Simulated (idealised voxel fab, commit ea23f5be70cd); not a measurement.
Documented hereafter: the process module known as voxel wiring stack.
In the cross-section labelled cut, the width is 170 nm and each square cell is 5 nm.
Notation: cross-section as square-cell grid; stated in bands, top first, going down; one or more cell rows per band. First you get the band's top height and its bottom height, in nm, and then the materials it's made of, left to right, with each width in nm. If you see a single material with "all across", that one covers the band edge to edge. "blank" is empty space. Heights are reckoned from 0. Under this level, the received wafer is all of one material. The bottommost band is open-ended downward, for example "0 and below". Note: "30 to 40" means the width goes from the first number (top row of the band) to the second number (bottom row) in equal steps per row of cells. Given "changes: none" for a step, no cell of the cross-section differs between before and after that step. "Enclosed voids" contains a list of empty spaces, each no smaller than 8 cells and without an open way to the top, written in the form width x height at distance with the distance from the left edge and all three in nm. Heads up: the bit after the settings on a step's line is the simulator's remark on that step. The "overlay nm" setting may appear on a step's line; for a step that uses a mask, it gives how far to the right of its planned position the mask lay, and a negative value indicates the left.
## plan
1) RECEIVE | material Si
2) CONFORMAL_DEP | material SiO2 | thk nm 10
3) DIRECTIONAL_DEP | material TiN | thk nm 5
4) DIRECTIONAL_DEP | material Ru | thk nm 25
5) DIRECTIONAL_DEP | material aC | thk nm 10
6) PATTERN | tone cover | mask id METAL_1 | material resist | width nm 20 | pitch nm 35 | thk nm 30 | overlay nm 0
7) DIRECTIONAL_ETCH | etch materials aC | depth nm 10
8) STRIP | etch materials resist
9) DIRECTIONAL_ETCH | etch materials Ru | depth nm 25
10) DIRECTIONAL_ETCH | etch materials TiN | depth nm 5
11) STRIP | etch materials aC
12) CONFORMAL_DEP | material SiN | thk nm 5
13) FILL_DEP | material lowk | thk nm 10
14) CMP | height nm 40
15) CONFORMAL_DEP | material SiCN | thk nm 5
16) DIRECTIONAL_DEP | material lowk | thk nm 25
17) DIRECTIONAL_DEP | material aC | thk nm 15
18) PATTERN | tone open | mask id METAL_2 | material resist | width nm 20 | pitch nm 35 | thk nm 30 | overlay nm 0
19) DIRECTIONAL_ETCH | etch materials aC | depth nm 15
20) STRIP | etch materials resist
21) DIRECTIONAL_ETCH | etch materials lowk | depth nm 15
22) STRIP | etch materials aC
23) DIRECTIONAL_DEP | material aC | thk nm 10
24) PATTERN | tone open | mask id METAL_2_HOLES | material resist | width nm 15 | pitch nm 35 | thk nm 25 | overlay nm 0
25) DIRECTIONAL_ETCH | etch materials aC | depth nm 10
26) STRIP | etch materials resist
27) DIRECTIONAL_ETCH | etch materials lowk | depth nm 10
28) DIRECTIONAL_ETCH | etch materials SiCN | depth nm 5
29) STRIP | etch materials aC
30) CONFORMAL_DEP | material TiN | thk nm 5
31) FILL_DEP | material Ru | thk nm 5
32) CMP | height nm 70
33) CONFORMAL_DEP | material SiCN | thk nm 5
## Incoming wafer, cross-sectional view, post step 1
  0 and below: Si all across
  Enclosed voids: none
## a wafer at the end: this start, this plan, one mistake
  75 down to 70: SiCN all across
  70 down to 60: 40 lowk / 5 TiN / 10 Ru / 5 TiN / 15 lowk / 5 TiN / 10 Ru / 5 TiN / 15 lowk / 5 TiN / 10 Ru / 5 TiN / 40 lowk
  60 down to 55: 40 lowk / 5 TiN / 5 Ru / 10 TiN / 15 lowk / 5 TiN / 5 Ru / 10 TiN / 15 lowk / 5 TiN / 5 Ru / 10 TiN / 40 lowk
  55 down to 45: 40 lowk / 5 TiN / 5 Ru / 5 TiN / 20 lowk / 5 TiN / 5 Ru / 5 TiN / 20 lowk / 5 TiN / 5 Ru / 5 TiN / 45 lowk
  45 down to 40: 40 SiCN / 15 TiN / 20 SiCN / 15 TiN / 20 SiCN / 15 TiN / 45 SiCN
  40 down to 15: 30 lowk / 5 SiN / 20 Ru / 5 SiN / 5 lowk / 5 SiN / 20 Ru / 5 SiN / 5 lowk / 5 SiN / 20 Ru / 5 SiN / 40 lowk
  15 down to 10: 35 SiN / 20 TiN / 15 SiN / 20 TiN / 15 SiN / 20 TiN / 45 SiN
  10 down to 0: SiO2 all across
  0 and below: Si all across
  Enclosed voids: none
what went wrong: planned and actual differ for step 6; actual: PATTERN | tone cover | mask id METAL_1 | material resist | width nm 20 | pitch nm 35 | thk nm 30 | overlay nm -5
